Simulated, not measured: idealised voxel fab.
This section sets out a process module, namely voxel local oxidation.
Section shown: cut. Width: 170 nm. Cell size: 5 nm, square.
Think of the cross-section as a grid of square cells. We describe it in bands, top to bottom, and each band covers one or more rows of those cells.
Within each band entry, the heights of the top and of the bottom of the band appear first, in that order and in nm; the materials of the band then follow from left to right, each with its corresponding width in nm. The designation "all across" on a single material indicates that it fills the band from edge to edge; the designation "air" indicates empty space.
Counting heights begins at 0, where everything beneath is, in the wafer as received, one material. The lowest band has no bottom; it goes on downwards, as "0 nm and below" shows.
The notation "30->40" denotes a width that varies across the rows of cells in the band, beginning at the first number in the top row, finishing at the second number in the bottom row, and changing by an identical amount from each row to the next.
You'll sometimes find "no change" written for a step, and that's the way of saying that nowhere in the cross-section did a cell change during that step.
Heads up: "Non-vented voids" only lists the empty pockets with no open path to the top that are 8 cells or more, and it writes them as width x height at distance, distance from the left edge, in nm.
What comes after the settings on a step's line is commentary from the simulator itself on that step.
A step line may carry the setting "overlay nm", which, for steps involving a mask, states the distance by which the mask lay to the right of its intended position; negative values denote displacement to the left.

# List of planned process steps
1. RECEIVE, material Si
2. CONFORMAL_DEP, material SiO2, thk nm 5
3. CONFORMAL_DEP, material SiN, thk nm 10
4. PATTERN, tone cover, mask id ACTIVE, material resist, width nm 95, thk nm 15, overlay nm 0
5. DIRECTIONAL_ETCH, etch materials SiN, depth nm 10
6. STRIP, etch materials resist
7. SELECTIVE_ETCH, etch materials SiO2, depth nm 5
8. OXIDIZE, depth nm 15
9. STRIP, etch materials SiN

# The first of two wafers, run as planned

# This is the cross-section of the wafer as we received it, i.e. after step 1
- 0 nm and below: Si all across
- Non-vented voids: none

# Upon completion of step 2, the wafer appears in cross-section as shown
- 5 nm to 0 nm: SiO2 all across
- Whatever lies below 0 is exactly as it was before.

# Upon completion of step 3, the wafer appears in cross-section as shown
- 15 nm to 5 nm: SiN all across
- Whatever lies below 5 is exactly as it was before.

# Upon completion of step 4, the wafer appears in cross-section as shown
- 30 nm to 15 nm: air 35  resist 95  air 40
- Whatever lies below 15 is exactly as it was before.

# Upon completion of step 5, the wafer appears in cross-section as shown
- 30 nm to 15 nm: air 35  resist 95  air 40
- 15 nm to 5 nm: air 35  SiN 95  air 40
- Whatever lies below 5 is exactly as it was before.

# Upon completion of step 6, the wafer appears in cross-section as shown
- 15 nm to 5 nm: air 35  SiN 95  air 40
- Whatever lies below 5 is exactly as it was before.

# Upon completion of step 7, the wafer appears in cross-section as shown
- 15 nm to 5 nm: air 35  SiN 95  air 40
- 5 nm to 0 nm: air 40  SiO2 85  air 45
- Whatever lies below 0 is exactly as it was before.

# Upon completion of step 8, the wafer appears in cross-section as shown
- 15 nm to 5 nm: air 35  SiN 95  air 40
- 5 nm to 0 nm: air 40  SiO2 85  air 45
- 0 nm to -15 nm: SiO2 55  Si 55  SiO2 60
- Whatever lies below -15 is exactly as it was before.

# Upon completion of step 9, the wafer appears in cross-section as shown
- 5 nm to 0 nm: air 40  SiO2 85  air 45
- Whatever lies below 0 is exactly as it was before.

# Wafer two: like wafer one in start and plan, but with one mistake in execution; identical up to and including step 3

# Cross-sectional representation of the second wafer at the time designated in the plan for the completion of step 4
- 30 nm to 15 nm: air 25  resist 95  air 50
- Whatever lies below 15 is exactly as it was before.

# Cross-sectional representation of the second wafer at the time designated in the plan for the completion of step 5
- 30 nm to 15 nm: air 25  resist 95  air 50
- 15 nm to 5 nm: air 25  SiN 95  air 50
- Whatever lies below 5 is exactly as it was before.

# Cross-sectional representation of the second wafer at the time designated in the plan for the completion of step 6
- 15 nm to 5 nm: air 25  SiN 95  air 50
- Whatever lies below 5 is exactly as it was before.

# Cross-sectional representation of the second wafer at the time designated in the plan for the completion of step 7
- 15 nm to 5 nm: air 25  SiN 95  air 50
- 5 nm to 0 nm: air 30  SiO2 85  air 55
- Whatever lies below 0 is exactly as it was before.

# Cross-sectional representation of the second wafer at the time designated in the plan for the completion of step 8
- 15 nm to 5 nm: air 25  SiN 95  air 50
- 5 nm to 0 nm: air 30  SiO2 85  air 55
- 0 nm to -15 nm: SiO2 45  Si 55  SiO2 70
- Whatever lies below -15 is exactly as it was before.

# Cross-sectional representation of the second wafer at the time designated in the plan for the completion of step 9
- 5 nm to 0 nm: air 30  SiO2 85  air 55
- Whatever lies below 0 is exactly as it was before.
What went wrong in running the wafer? step 4 off recipe, ran as PATTERN, tone cover, mask id ACTIVE, material resist, width nm 95, thk nm 15, overlay nm -10
In the final comparison it is observed that the number of cells assigned to each material is identical for the two wafers, whereas their placement is not.
